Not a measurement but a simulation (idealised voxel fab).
process module | voxel ribs on slabs
cross-section cut | 195 nm wide | cells 5 nm
A cross-section is a grid of square cells, given in bands from the top down. A band is one or more rows of cells.
Each band's line starts with the height of the band's top and of its bottom, in nm. Then come its materials from left to right, each with its width in nm. One material with "throughout" fills the band from edge to edge. "air" is empty space.
Height 0 is the level under which the wafer as received is all one material. The lowest band goes on downwards, as in "0 down".
A width such as "30 to 40" changes by the same amount from each row of cells to the next, from the band's top row to its bottom row.
"no change" after a step means that no cell of the cross-section changed.
closed voids: empty space of 8 cells or more with no open way to the top, each as width x height at its distance from the left edge, in nm
after a step's settings: what the simulator itself notes on the step
overlay nm, on a step with a mask: how far to the right of its planned place the mask lay; to the left if negative
plan
1 op RECEIVE | material Si
2 op DIRECTIONAL_DEP | material SiO2 | thk nm 20
3 op DIRECTIONAL_DEP | material polySi | thk nm 5
4 op MASKED_ETCH | tone cover | mask id RIB | width nm 15 | etch materials polySi | depth nm 5 | overlay nm 0
5 op DIRECTIONAL_DEP | material aC | thk nm 15
6 op PATTERN | tone cover | mask id SLAB | material resist | width nm 55 | thk nm 35 | overlay nm 0
7 op DIRECTIONAL_ETCH | etch materials aC | depth nm 15
8 op STRIP | etch materials resist
9 op DIRECTIONAL_ETCH | etch materials polySi | depth nm 10
10 op STRIP | etch materials aC
11 op FILL_DEP | material SiO2 | thk nm 30
12 op CMP | height nm 55
13 op DIRECTIONAL_DEP | material TiN | thk nm 5
14 op DIRECTIONAL_DEP | material aC | thk nm 15
15 op PATTERN | tone cover | mask id HEATER | material resist | width nm 25 | thk nm 30 | overlay nm 0
16 op DIRECTIONAL_ETCH | etch materials aC | depth nm 15
17 op STRIP | etch materials resist
18 op DIRECTIONAL_ETCH | etch materials TiN | depth nm 5
19 op STRIP | etch materials aC
20 op CONFORMAL_DEP | material SiN | thk nm 5
varied across the wafers: thk nm of step 3. The plan shows the first wafer's value. All wafers start alike
first wafer as received, after step 1
  0 down: Si throughout
  closed voids: none
first wafer at the end, after step 20
  65 to 60: air 80 | SiN 35 | air 80
  60 to 55: SiN 85 | TiN 25 | SiN 85
  55 to 25: SiO2 throughout
  25 to 20: SiO2 90 | polySi 15 | SiO2 90
  20 to 0: SiO2 throughout
  0 down: Si throughout
  closed voids: none
last wafer at the end
  65 to 60: air 80 | SiN 35 | air 80
  60 to 55: SiN 85 | TiN 25 | SiN 85
  55 to 50: SiO2 throughout
  50 to 45: SiO2 90 | polySi 15 | SiO2 90
  45 to 35: SiO2 70 | polySi 55 | SiO2 70
  35 to 20: polySi throughout
  20 to 0: SiO2 throughout
  0 down: Si throughout
  closed voids: none
each wafer at the end: cells of each material gained (+) or lost (-) since it was received, then its closed voids
thk nm 5 | +41 SiN | +426 SiO2 | +5 TiN | +3 polySi | closed voids: none
thk nm 10 | +41 SiN | +415 SiO2 | +5 TiN | +14 polySi | closed voids: none
thk nm 15 | +41 SiN | +404 SiO2 | +5 TiN | +25 polySi | closed voids: none
thk nm 20 | +41 SiN | +365 SiO2 | +5 TiN | +64 polySi | closed voids: none
thk nm 25 | +41 SiN | +326 SiO2 | +5 TiN | +103 polySi | closed voids: none
thk nm 30 | +41 SiN | +287 SiO2 | +5 TiN | +142 polySi | closed voids: none
